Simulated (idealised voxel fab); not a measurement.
Title: Process Module voxel ribs on slabs
Square cell edge 5 nm, section width 140 nm, ID cut.
Cross-section, as written here: a square-cell grid given band by band from the top down, where a band holds one or more rows of cells.
Within each band entry, the heights of the top and of the bottom of the band appear first, in that order and in nm; the materials of the band then follow from left to right, each with its corresponding width in nm. The designation "all across" on a single material indicates that it fills the band from edge to edge; the designation "blank" indicates empty space.
The reference from which all heights are counted is 0, the level beneath which the as-received wafer is entirely one material; the lowest band, having no lower bound, proceeds downward and is written after the example "0 nm and below".
The notation "30 to 40" denotes a width that varies across the rows of cells in the band, beginning at the first number in the top row, finishing at the second number in the bottom row, and changing by an identical amount from each row to the next.
Key: "nothing got changed" - step with no changed cell in the cross-section.
The list in "Sealed cavities" covers empty spaces of 8 cells or more that cannot reach the top through any open way, and it gives each as width x height at distance; the distance is from the left edge, and width, height and distance are in nm.
The remark found on a step's line after its settings is issued by the simulator itself and pertains to that step.
A step's line can hold "overlay nm"; with a mask on that step, the setting says how far right of the planned place the mask lay, while a negative setting says it lay to the left.

Process steps - plan:
- 1: RECEIVE (material Si)
- 2: DIRECTIONAL_DEP (material SiO2; thk nm 20)
- 3: DIRECTIONAL_DEP (material SiN; thk nm 20)
- 4: PATTERN (tone cover; mask id RIB; material resist; width nm 25; thk nm 15; overlay nm 0)
- 5: DIRECTIONAL_ETCH (etch materials SiN; depth nm 15)
- 6: STRIP (etch materials resist)
- 7: MASKED_ETCH (tone cover; mask id SLAB; width nm 55; etch materials SiN; depth nm 5; overlay nm 0)
- 8: FILL_DEP (material SiO2; thk nm 15)
- 9: CMP (height nm 50)
- 10: DIRECTIONAL_DEP (material TiN; thk nm 5)
- 11: DIRECTIONAL_DEP (material aC; thk nm 15)
- 12: PATTERN (tone cover; mask id HEATER; material resist; width nm 35; thk nm 35; overlay nm 0)
- 13: DIRECTIONAL_ETCH (etch materials aC; depth nm 15)
- 14: STRIP (etch materials resist)
- 15: DIRECTIONAL_ETCH (etch materials TiN; depth nm 5)
- 16: STRIP (etch materials aC)
- 17: CONFORMAL_DEP (material SiN; thk nm 10)

First out of two wafers; run went to plan:

The cross-section here shows the wafer as received, i.e. in its state after step 1:
* 0 nm and below  Si all across
* Sealed cavities: none

State of the wafer after step 2, shown in cross-section:
* 20 nm to 0 nm  SiO2 all across
* Below a height of 0, the structure has not been altered.

State of the wafer after step 3, shown in cross-section:
* 40 nm to 20 nm  SiN all across
* Below a height of 20, the structure has not been altered.

State of the wafer after step 4, shown in cross-section:
* 55 nm to 40 nm  blank (55), resist (25), blank (60)
* Below a height of 40, the structure has not been altered.

State of the wafer after step 5, shown in cross-section:
* 55 nm to 40 nm  blank (55), resist (25), blank (60)
* 40 nm to 25 nm  blank (55), SiN (25), blank (60)
* Below a height of 25, the structure has not been altered.

State of the wafer after step 6, shown in cross-section:
* 40 nm to 25 nm  blank (55), SiN (25), blank (60)
* Below a height of 25, the structure has not been altered.

State of the wafer after step 7, shown in cross-section:
* 40 nm to 25 nm  blank (55), SiN (25), blank (60)
* 25 nm to 20 nm  blank (40), SiN (55), blank (45)
* Below a height of 20, the structure has not been altered.

State of the wafer after step 8, shown in cross-section:
* 55 nm to 40 nm  SiO2 all across
* 40 nm to 25 nm  SiO2 (55), SiN (25), SiO2 (60)
* 25 nm to 20 nm  SiO2 (40), SiN (55), SiO2 (45)
* Below a height of 20, the structure has not been altered.

State of the wafer after step 9, shown in cross-section:
* 50 nm to 40 nm  SiO2 all across
* Below a height of 40, the structure has not been altered.

State of the wafer after step 10, shown in cross-section:
* 55 nm to 50 nm  TiN all across
* Below a height of 50, the structure has not been altered.

State of the wafer after step 11, shown in cross-section:
* 70 nm to 55 nm  aC all across
* Below a height of 55, the structure has not been altered.

State of the wafer after step 12, shown in cross-section:
* 105 nm to 70 nm  blank (50), resist (35), blank (55)
* Below a height of 70, the structure has not been altered.

State of the wafer after step 13, shown in cross-section:
* 90 nm to 70 nm  blank (50), resist (35), blank (55)
* 70 nm to 55 nm  blank (50), aC (35), blank (55)
* Below a height of 55, the structure has not been altered.

State of the wafer after step 14, shown in cross-section:
* 70 nm to 55 nm  blank (50), aC (35), blank (55)
* Below a height of 55, the structure has not been altered.

State of the wafer after step 15, shown in cross-section:
* 70 nm to 55 nm  blank (50), aC (35), blank (55)
* 55 nm to 50 nm  blank (50), TiN (35), blank (55)
* Below a height of 50, the structure has not been altered.

State of the wafer after step 16, shown in cross-section:
* 55 nm to 50 nm  blank (50), TiN (35), blank (55)
* Below a height of 50, the structure has not been altered.

State of the wafer after step 17, shown in cross-section:
* 65 nm to 60 nm  blank (40), SiN (55), blank (45)
* 60 nm to 55 nm  SiN all across
* 55 nm to 50 nm  SiN (50), TiN (35), SiN (55)
* Below a height of 50, the structure has not been altered.

What follows concerns the second wafer, which started out like the first and was meant to follow the very same plan; one mistake crept in when it was run, but everything up to and including step 3 is the same as for the first wafer:

Second wafer shown in cross-section at the time step 4 was slated to end:
* 55 nm to 40 nm  blank (55), resist (30), blank (55)
* Below a height of 40, the structure has not been altered.

Second wafer shown in cross-section at the time step 5 was slated to end:
* 55 nm to 40 nm  blank (55), resist (30), blank (55)
* 40 nm to 25 nm  blank (55), SiN (30), blank (55)
* Below a height of 25, the structure has not been altered.

Second wafer shown in cross-section at the time step 6 was slated to end:
* 40 nm to 25 nm  blank (55), SiN (30), blank (55)
* Below a height of 25, the structure has not been altered.

Second wafer shown in cross-section at the time step 7 was slated to end:
* 40 nm to 25 nm  blank (55), SiN (30), blank (55)
* 25 nm to 20 nm  blank (40), SiN (55), blank (45)
* Below a height of 20, the structure has not been altered.

Second wafer shown in cross-section at the time step 8 was slated to end:
* 55 nm to 40 nm  SiO2 all across
* 40 nm to 25 nm  SiO2 (55), SiN (30), SiO2 (55)
* 25 nm to 20 nm  SiO2 (40), SiN (55), SiO2 (45)
* Below a height of 20, the structure has not been altered.

Second wafer shown in cross-section at the time step 9 was slated to end:
* 50 nm to 40 nm  SiO2 all across
* Below a height of 40, the structure has not been altered.

Second wafer shown in cross-section at the time step 10 was slated to end:
* 55 nm to 50 nm  TiN all across
* Below a height of 50, the structure has not been altered.

Second wafer shown in cross-section at the time step 11 was slated to end:
* 70 nm to 55 nm  aC all across
* Below a height of 55, the structure has not been altered.

Second wafer shown in cross-section at the time step 12 was slated to end:
* 105 nm to 70 nm  blank (50), resist (35), blank (55)
* Below a height of 70, the structure has not been altered.

Second wafer shown in cross-section at the time step 13 was slated to end:
* 90 nm to 70 nm  blank (50), resist (35), blank (55)
* 70 nm to 55 nm  blank (50), aC (35), blank (55)
* Below a height of 55, the structure has not been altered.

Second wafer shown in cross-section at the time step 14 was slated to end:
* 70 nm to 55 nm  blank (50), aC (35), blank (55)
* Below a height of 55, the structure has not been altered.

Second wafer shown in cross-section at the time step 15 was slated to end:
* 70 nm to 55 nm  blank (50), aC (35), blank (55)
* 55 nm to 50 nm  blank (50), TiN (35), blank (55)
* Below a height of 50, the structure has not been altered.

Second wafer shown in cross-section at the time step 16 was slated to end:
* 55 nm to 50 nm  blank (50), TiN (35), blank (55)
* Below a height of 50, the structure has not been altered.

Second wafer shown in cross-section at the time step 17 was slated to end:
* 65 nm to 60 nm  blank (40), SiN (55), blank (45)
* 60 nm to 55 nm  SiN all across
* 55 nm to 50 nm  SiN (50), TiN (35), SiN (55)
* Below a height of 50, the structure has not been altered.
Run error: step 4 did not happen as planned, as run it was PATTERN (tone cover; mask id RIB; material resist; width nm 30; thk nm 15; overlay nm 0)
End check, counted in cells, second wafer has more or fewer of these materials than the first: +3 SiN, -3 SiO2
